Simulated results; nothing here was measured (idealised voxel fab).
process module | voxel capacitor over wiring
cross-section cut | 150 nm wide | cells 5 nm
A cross-section is a grid of square cells, given in bands from the top down. A band is one or more rows of cells.
Each band's line starts with the height of the band's top and of its bottom, in nm. Then come its materials from left to right, each with its width in nm. One material with "throughout" fills the band from edge to edge. "air" is empty space.
Height 0 is the level under which the wafer as received is all one material. The lowest band goes on downwards, as in "0 down".
A width such as "30 to 40" changes by the same amount from each row of cells to the next, from the band's top row to its bottom row.
"no change" after a step means that no cell of the cross-section changed.
closed voids: empty space of 8 cells or more with no open way to the top, each as width x height at its distance from the left edge, in nm
after a step's settings: what the simulator itself notes on the step
overlay nm, on a step with a mask: how far to the right of its planned place the mask lay; to the left if negative
plan
1 op RECEIVE | material Si
2 op CONFORMAL_DEP | material SiO2 | thk nm 15
3 op CONFORMAL_DEP | material SiCN | thk nm 5
4 op DIRECTIONAL_DEP | material lowk | thk nm 20
5 op DIRECTIONAL_DEP | material aC | thk nm 15
6 op PATTERN | tone open | mask id METAL_1 | material resist | width nm 20 | pitch nm 90 | thk nm 35 | overlay nm 0
7 op DIRECTIONAL_ETCH | etch materials aC | depth nm 15
8 op STRIP | etch materials resist
9 op DIRECTIONAL_ETCH | etch materials lowk | depth nm 20
10 op DIRECTIONAL_ETCH | etch materials SiCN | depth nm 5
11 op STRIP | etch materials aC
12 op CONFORMAL_DEP | material TiN | thk nm 5
13 op FILL_DEP | material Cu | thk nm 10
14 op CMP | height nm 40
15 op CONFORMAL_DEP | material SiCN | thk nm 5
16 op DIRECTIONAL_DEP | material SiO2 | thk nm 10
17 op DIRECTIONAL_DEP | material aC | thk nm 10
18 op PATTERN | tone open | mask id PLUG_1 | material resist | width nm 15 | thk nm 25 | overlay nm 0
19 op DIRECTIONAL_ETCH | etch materials aC | depth nm 10
20 op STRIP | etch materials resist
21 op DIRECTIONAL_ETCH | etch materials SiO2 | depth nm 10
22 op DIRECTIONAL_ETCH | etch materials SiCN | depth nm 5
23 op STRIP | etch materials aC
24 op EPI | material Ru | thk nm 10
25 op EPI | material Ru | thk nm 5
26 op DIRECTIONAL_DEP | material TiN | thk nm 10
27 op DIRECTIONAL_DEP | material SiN | thk nm 5
28 op DIRECTIONAL_DEP | material TiN | thk nm 10
29 op MASKED_ETCH | tone cover | mask id UPPER_PLATE | width nm 75 | etch materials TiN | depth nm 10 | overlay nm 0
30 op MASKED_ETCH | tone cover | mask id UPPER_PLATE | width nm 75 | etch materials SiN | depth nm 5 | overlay nm 0
31 op MASKED_ETCH | tone cover | mask id LOWER_PLATE | width nm 85 | etch materials TiN | depth nm 10 | overlay nm 0
32 op FILL_DEP | material SiO2 | thk nm 15
33 op CMP | height nm 90
34 op MASKED_ETCH | tone open | mask id PLUG_2 | width nm 15 | etch materials SiO2 | depth nm 10 | overlay nm 0
35 op CONFORMAL_DEP | material TiN | thk nm 5
36 op FILL_DEP | material Cu | thk nm 10
37 op CMP | height nm 90
38 op CONFORMAL_DEP | material SiCN | thk nm 5
as received, after step 1
  0 down: Si throughout
  closed voids: none
a wafer at the end: this start, this plan, one mistake
  95 to 90: SiCN throughout
  90 to 85: SiO2 35 | TiN 5 | Cu 5 | TiN 5 | SiO2 100
  85 to 80: SiO2 35 | TiN 15 | SiO2 100
  80 to 70: SiO2 40 | TiN 60 | SiO2 50
  70 to 65: SiO2 25 | TiN 15 | SiN 60 | SiO2 50
  65 to 60: SiO2 20 | TiN 85 | SiO2 45
  60 to 55: SiO2 20 | TiN 5 | SiN 15 | TiN 65 | SiO2 45
  55 to 45: SiO2 25 | TiN 15 | SiO2 110
  45 to 40: lowk throughout
  40 to 20: lowk 20 | TiN 5 | Cu 10 | TiN 5 | lowk 70 | TiN 5 | Cu 10 | TiN 5 | lowk 20
  20 to 15: SiCN 20 | TiN 20 | SiCN 70 | TiN 20 | SiCN 20
  15 to 0: SiO2 throughout
  0 down: Si throughout
  closed voids: none
what went wrong: step 15 ran as: op CONFORMAL_DEP | material lowk | thk nm 5
